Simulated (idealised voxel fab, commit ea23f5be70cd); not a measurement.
The process module that follows is named voxel self aligned vias.
This is section cut - it's 235 nm across, gridded in 5 nm square cells.
Cross-section spec: square-cell grid; bands listed top down; each band is one or more rows.
For a band, the entry starts with two heights in nm, that of the top and then that of the bottom, and carries on with the band's materials in order from left to right, each alongside its width in nm; the word "everywhere" beside a single material means it fills the band edge to edge, and "blank" means empty space.
Heights are expressed relative to 0, this being the level below which the as-received wafer comprises one material exclusively. The lowest band is unbounded in the downward direction and is denoted as in "0 nm and below".
The notation "30..40" denotes a width that varies across the rows of cells in the band, beginning at the first number in the top row, finishing at the second number in the bottom row, and changing by an identical amount from each row to the next.
"no modifications" (step): cross-section cells unchanged, all of them.
The entry titled "Closed void list" provides the empty spaces that have no open way to the top, restricted to those of 8 cells or more. Each is presented as width x height at distance, the distance being measured from the left edge, with all three in nm.
Text after the settings on a step's line: the simulator's own remark on that step.
overlay nm: how far to the right of its planned place the mask lay on this masked step (negative: to the left).

So here's the lineup of process steps we planned
1 RECEIVE with material Si
2 CONFORMAL_DEP with material SiO2, thk nm 15
3 CONFORMAL_DEP with material SiCN, thk nm 5
4 DIRECTIONAL_DEP with material SiO2, thk nm 30
5 DIRECTIONAL_DEP with material aC, thk nm 15
6 PATTERN with tone open, mask id LINES, material resist, width nm 25, pitch nm 60, thk nm 30, overlay nm 0
7 DIRECTIONAL_ETCH with etch materials aC, depth nm 15
8 STRIP with etch materials resist
9 DIRECTIONAL_ETCH with etch materials SiO2, depth nm 30
10 STRIP with etch materials aC
11 CONFORMAL_DEP with material TiN, thk nm 5
12 FILL_DEP with material W, thk nm 10
13 CMP with height nm 50
14 SELECTIVE_ETCH with etch materials W Ru TiN, depth nm 10
15 FILL_DEP with material SiN, thk nm 10
16 CMP with height nm 50
17 DIRECTIONAL_DEP with material SiO2, thk nm 15
18 MASKED_ETCH with tone open, mask id VIAS, width nm 45, etch materials SiO2, depth nm 15, overlay nm 0
19 MASKED_ETCH with tone open, mask id VIAS, width nm 45, etch materials SiN, depth nm 10, overlay nm 0
20 CONFORMAL_DEP with material TiN, thk nm 5
21 FILL_DEP with material Ru, thk nm 5
22 CMP with height nm 65
23 CONFORMAL_DEP with material SiN, thk nm 5

First of the two wafers, run per plan

Incoming wafer in cross-section (state: after step 1)
0 nm and below  Si everywhere
Closed void list: none

The following cross-section depicts the wafer upon completion of step 2
15 nm to 0 nm  SiO2 everywhere
At heights below 0, the structure remains unaltered.

The following cross-section depicts the wafer upon completion of step 3
20 nm to 15 nm  SiCN everywhere
At heights below 15, the structure remains unaltered.

The following cross-section depicts the wafer upon completion of step 4
50 nm to 20 nm  SiO2 everywhere
At heights below 20, the structure remains unaltered.

The following cross-section depicts the wafer upon completion of step 5
65 nm to 50 nm  aC everywhere
At heights below 50, the structure remains unaltered.

The following cross-section depicts the wafer upon completion of step 6
95 nm to 65 nm  resist (75), blank (25), resist (35), blank (25), resist (75)
At heights below 65, the structure remains unaltered.

The following cross-section depicts the wafer upon completion of step 7
80 nm to 65 nm  resist (75), blank (25), resist (35), blank (25), resist (75)
65 nm to 50 nm  aC (75), blank (25), aC (35), blank (25), aC (75)
At heights below 50, the structure remains unaltered.

The following cross-section depicts the wafer upon completion of step 8
65 nm to 50 nm  aC (75), blank (25), aC (35), blank (25), aC (75)
At heights below 50, the structure remains unaltered.

The following cross-section depicts the wafer upon completion of step 9
65 nm to 50 nm  aC (75), blank (25), aC (35), blank (25), aC (75)
50 nm to 20 nm  SiO2 (75), blank (25), SiO2 (35), blank (25), SiO2 (75)
At heights below 20, the structure remains unaltered.

The following cross-section depicts the wafer upon completion of step 10
50 nm to 20 nm  SiO2 (75), blank (25), SiO2 (35), blank (25), SiO2 (75)
At heights below 20, the structure remains unaltered.

The following cross-section depicts the wafer upon completion of step 11
55 nm to 50 nm  TiN (80), blank (15), TiN (45), blank (15), TiN (80)
50 nm to 25 nm  SiO2 (75), TiN (5), blank (15), TiN (5), SiO2 (35), TiN (5), blank (15), TiN (5), SiO2 (75)
25 nm to 20 nm  SiO2 (75), TiN (25), SiO2 (35), TiN (25), SiO2 (75)
At heights below 20, the structure remains unaltered.

The following cross-section depicts the wafer upon completion of step 12
65 nm to 55 nm  W everywhere
55 nm to 50 nm  TiN (80), W (15), TiN (45), W (15), TiN (80)
50 nm to 25 nm  SiO2 (75), TiN (5), W (15), TiN (5), SiO2 (35), TiN (5), W (15), TiN (5), SiO2 (75)
At heights below 25, the structure remains unaltered.

The following cross-section depicts the wafer upon completion of step 13
50 nm to 25 nm  SiO2 (75), TiN (5), W (15), TiN (5), SiO2 (35), TiN (5), W (15), TiN (5), SiO2 (75)
At heights below 25, the structure remains unaltered.

The following cross-section depicts the wafer upon completion of step 14
50 nm to 40 nm  SiO2 (75), blank (25), SiO2 (35), blank (25), SiO2 (75)
At heights below 40, the structure remains unaltered.

The following cross-section depicts the wafer upon completion of step 15
60 nm to 50 nm  SiN everywhere
50 nm to 40 nm  SiO2 (75), SiN (25), SiO2 (35), SiN (25), SiO2 (75)
At heights below 40, the structure remains unaltered.

The following cross-section depicts the wafer upon completion of step 16
50 nm to 40 nm  SiO2 (75), SiN (25), SiO2 (35), SiN (25), SiO2 (75)
At heights below 40, the structure remains unaltered.

The following cross-section depicts the wafer upon completion of step 17
65 nm to 50 nm  SiO2 everywhere
At heights below 50, the structure remains unaltered.

The following cross-section depicts the wafer upon completion of step 18
65 nm to 50 nm  SiO2 (65), blank (45), SiO2 (125)
At heights below 50, the structure remains unaltered.

The following cross-section depicts the wafer upon completion of step 19
65 nm to 50 nm  SiO2 (65), blank (45), SiO2 (125)
50 nm to 40 nm  SiO2 (75), blank (25), SiO2 (35), SiN (25), SiO2 (75)
At heights below 40, the structure remains unaltered.

The following cross-section depicts the wafer upon completion of step 20
70 nm to 65 nm  TiN (70), blank (35), TiN (130)
65 nm to 55 nm  SiO2 (65), TiN (5), blank (35), TiN (5), SiO2 (125)
55 nm to 50 nm  SiO2 (65), TiN (15), blank (15), TiN (15), SiO2 (125)
50 nm to 45 nm  SiO2 (75), TiN (5), blank (15), TiN (5), SiO2 (35), SiN (25), SiO2 (75)
45 nm to 40 nm  SiO2 (75), TiN (25), SiO2 (35), SiN (25), SiO2 (75)
At heights below 40, the structure remains unaltered.

The following cross-section depicts the wafer upon completion of step 21
75 nm to 70 nm  Ru everywhere
70 nm to 65 nm  TiN (70), Ru (35), TiN (130)
65 nm to 55 nm  SiO2 (65), TiN (5), Ru (35), TiN (5), SiO2 (125)
55 nm to 50 nm  SiO2 (65), TiN (15), Ru (15), TiN (15), SiO2 (125)
50 nm to 45 nm  SiO2 (75), TiN (5), Ru (15), TiN (5), SiO2 (35), SiN (25), SiO2 (75)
At heights below 45, the structure remains unaltered.

The following cross-section depicts the wafer upon completion of step 22
65 nm to 55 nm  SiO2 (65), TiN (5), Ru (35), TiN (5), SiO2 (125)
At heights below 55, the structure remains unaltered.

The following cross-section depicts the wafer upon completion of step 23
70 nm to 65 nm  SiN everywhere
At heights below 65, the structure remains unaltered.

Here the second wafer is described. Its start and its plan were those of the first wafer. Its run contained one mistake. Up to and including step 5, it did exactly what the first wafer did

when step 6 should have ended
95 nm to 65 nm  resist (80), blank (25), resist (35), blank (25), resist (70)
At heights below 65, the structure remains unaltered.

when step 7 should have ended
80 nm to 65 nm  resist (80), blank (25), resist (35), blank (25), resist (70)
65 nm to 50 nm  aC (80), blank (25), aC (35), blank (25), aC (70)
At heights below 50, the structure remains unaltered.

when step 8 should have ended
65 nm to 50 nm  aC (80), blank (25), aC (35), blank (25), aC (70)
At heights below 50, the structure remains unaltered.

when step 9 should have ended
65 nm to 50 nm  aC (80), blank (25), aC (35), blank (25), aC (70)
50 nm to 20 nm  SiO2 (80), blank (25), SiO2 (35), blank (25), SiO2 (70)
At heights below 20, the structure remains unaltered.

when step 10 should have ended
50 nm to 20 nm  SiO2 (80), blank (25), SiO2 (35), blank (25), SiO2 (70)
At heights below 20, the structure remains unaltered.

when step 11 should have ended
55 nm to 50 nm  TiN (85), blank (15), TiN (45), blank (15), TiN (75)
50 nm to 25 nm  SiO2 (80), TiN (5), blank (15), TiN (5), SiO2 (35), TiN (5), blank (15), TiN (5), SiO2 (70)
25 nm to 20 nm  SiO2 (80), TiN (25), SiO2 (35), TiN (25), SiO2 (70)
At heights below 20, the structure remains unaltered.

when step 12 should have ended
65 nm to 55 nm  W everywhere
55 nm to 50 nm  TiN (85), W (15), TiN (45), W (15), TiN (75)
50 nm to 25 nm  SiO2 (80), TiN (5), W (15), TiN (5), SiO2 (35), TiN (5), W (15), TiN (5), SiO2 (70)
At heights below 25, the structure remains unaltered.

when step 13 should have ended
50 nm to 25 nm  SiO2 (80), TiN (5), W (15), TiN (5), SiO2 (35), TiN (5), W (15), TiN (5), SiO2 (70)
At heights below 25, the structure remains unaltered.

when step 14 should have ended
50 nm to 40 nm  SiO2 (80), blank (25), SiO2 (35), blank (25), SiO2 (70)
At heights below 40, the structure remains unaltered.

when step 15 should have ended
60 nm to 50 nm  SiN everywhere
50 nm to 40 nm  SiO2 (80), SiN (25), SiO2 (35), SiN (25), SiO2 (70)
At heights below 40, the structure remains unaltered.

when step 16 should have ended
50 nm to 40 nm  SiO2 (80), SiN (25), SiO2 (35), SiN (25), SiO2 (70)
At heights below 40, the structure remains unaltered.

when step 17 should have ended
65 nm to 50 nm  SiO2 everywhere
At heights below 50, the structure remains unaltered.

when step 18 should have ended
65 nm to 50 nm  SiO2 (65), blank (45), SiO2 (125)
At heights below 50, the structure remains unaltered.

when step 19 should have ended
65 nm to 50 nm  SiO2 (65), blank (45), SiO2 (125)
50 nm to 40 nm  SiO2 (80), blank (25), SiO2 (35), SiN (25), SiO2 (70)
At heights below 40, the structure remains unaltered.

when step 20 should have ended
70 nm to 65 nm  TiN (70), blank (35), TiN (130)
65 nm to 55 nm  SiO2 (65), TiN (5), blank (35), TiN (5), SiO2 (125)
55 nm to 50 nm  SiO2 (65), TiN (20), blank (15), TiN (10), SiO2 (125)
50 nm to 45 nm  SiO2 (80), TiN (5), blank (15), TiN (5), SiO2 (35), SiN (25), SiO2 (70)
45 nm to 40 nm  SiO2 (80), TiN (25), SiO2 (35), SiN (25), SiO2 (70)
At heights below 40, the structure remains unaltered.

when step 21 should have ended
75 nm to 70 nm  Ru everywhere
70 nm to 65 nm  TiN (70), Ru (35), TiN (130)
65 nm to 55 nm  SiO2 (65), TiN (5), Ru (35), TiN (5), SiO2 (125)
55 nm to 50 nm  SiO2 (65), TiN (20), Ru (15), TiN (10), SiO2 (125)
50 nm to 45 nm  SiO2 (80), TiN (5), Ru (15), TiN (5), SiO2 (35), SiN (25), SiO2 (70)
At heights below 45, the structure remains unaltered.

when step 22 should have ended
65 nm to 55 nm  SiO2 (65), TiN (5), Ru (35), TiN (5), SiO2 (125)
At heights below 55, the structure remains unaltered.

when step 23 should have ended
70 nm to 65 nm  SiN everywhere
At heights below 65, the structure remains unaltered.
Which mistake was made when the wafer was run? step 6 was run on a setting that differed from the plan, and what really ran there is PATTERN with tone open, mask id LINES, material resist, width nm 25, pitch nm 60, thk nm 30, overlay nm 5
Same inventory, different map: at the end, the second wafer holds as many cells of each material as the first, placed elsewhere.
